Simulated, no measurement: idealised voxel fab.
process module | voxel double patterning
cross-section cut | 250 nm wide | cells 5 nm
A cross-section is a grid of square cells, given in bands from the top down. A band is one or more rows of cells.
Each band's line starts with the height of the band's top and of its bottom, in nm. Then come its materials from left to right, each with its width in nm. One material with "throughout" fills the band from edge to edge. "air" is empty space.
Height 0 is the level under which the wafer as received is all one material. The lowest band goes on downwards, as in "0 down".
A width such as "30 to 40" changes by the same amount from each row of cells to the next, from the band's top row to its bottom row.
"no change" after a step means that no cell of the cross-section changed.
closed voids: empty space of 8 cells or more with no open way to the top, each as width x height at its distance from the left edge, in nm
after a step's settings: what the simulator itself notes on the step
overlay nm, on a step with a mask: how far to the right of its planned place the mask lay; to the left if negative
plan
1 op RECEIVE | material Si
2 op CONFORMAL_DEP | material SiN | thk nm 5
3 op DIRECTIONAL_DEP | material SiO2 | thk nm 20
4 op DIRECTIONAL_DEP | material SiCN | thk nm 10
5 op DIRECTIONAL_DEP | material aC | thk nm 15
6 op PATTERN | tone open | mask id FIRST | material resist | width nm 15 | pitch nm 50 | thk nm 35 | overlay nm 0
7 op DIRECTIONAL_ETCH | etch materials aC | depth nm 15
8 op STRIP | etch materials resist
9 op DIRECTIONAL_ETCH | etch materials SiCN | depth nm 10
10 op STRIP | etch materials aC
11 op MASKED_ETCH | tone open | mask id SECOND | width nm 15 | etch materials SiCN | depth nm 10 | overlay nm 0
12 op DIRECTIONAL_ETCH | etch materials SiO2 | depth nm 20
13 op STRIP | etch materials SiCN
first wafer, as planned
as received, after step 1
  0 down: Si throughout
  closed voids: none
after step 2
  5 to 0: SiN throughout
  below 0: unchanged
after step 3
  25 to 5: SiO2 throughout
  below 5: unchanged
after step 4
  35 to 25: SiCN throughout
  below 25: unchanged
after step 5
  50 to 35: aC throughout
  below 35: unchanged
after step 6
  85 to 50: resist 90 | air 15 | resist 35 | air 15 | resist 95
  below 50: unchanged
after step 7
  70 to 50: resist 90 | air 15 | resist 35 | air 15 | resist 95
  50 to 35: aC 90 | air 15 | aC 35 | air 15 | aC 95
  below 35: unchanged
after step 8
  50 to 35: aC 90 | air 15 | aC 35 | air 15 | aC 95
  below 35: unchanged
after step 9
  50 to 35: aC 90 | air 15 | aC 35 | air 15 | aC 95
  35 to 25: SiCN 90 | air 15 | SiCN 35 | air 15 | SiCN 95
  below 25: unchanged
after step 10
  35 to 25: SiCN 90 | air 15 | SiCN 35 | air 15 | SiCN 95
  below 25: unchanged
after step 11
  35 to 25: SiCN 90 | air 15 | SiCN 10 | air 15 | SiCN 10 | air 15 | SiCN 95
  below 25: unchanged
after step 12
  35 to 25: SiCN 90 | air 15 | SiCN 10 | air 15 | SiCN 10 | air 15 | SiCN 95
  25 to 5: SiO2 90 | air 15 | SiO2 10 | air 15 | SiO2 10 | air 15 | SiO2 95
  below 5: unchanged
after step 13
  25 to 5: SiO2 90 | air 15 | SiO2 10 | air 15 | SiO2 10 | air 15 | SiO2 95
  below 5: unchanged
second wafer: like start, like plan, one mistake. Through step 10 it matches the first wafer
when step 11 should have ended
  35 to 25: SiCN 90 | air 15 | SiCN 5 | air 25 | SiCN 5 | air 15 | SiCN 95
  below 25: unchanged
when step 12 should have ended
  35 to 25: SiCN 90 | air 15 | SiCN 5 | air 25 | SiCN 5 | air 15 | SiCN 95
  25 to 5: SiO2 90 | air 15 | SiO2 5 | air 25 | SiO2 5 | air 15 | SiO2 95
  below 5: unchanged
when step 13 should have ended
  25 to 5: SiO2 90 | air 15 | SiO2 5 | air 25 | SiO2 5 | air 15 | SiO2 95
  below 5: unchanged
what went wrong: step 11 ran as: op MASKED_ETCH | tone open | mask id SECOND | width nm 25 | etch materials SiCN | depth nm 10 | overlay nm 0
at the end the second wafer has, in cells: 8 fewer of SiO2
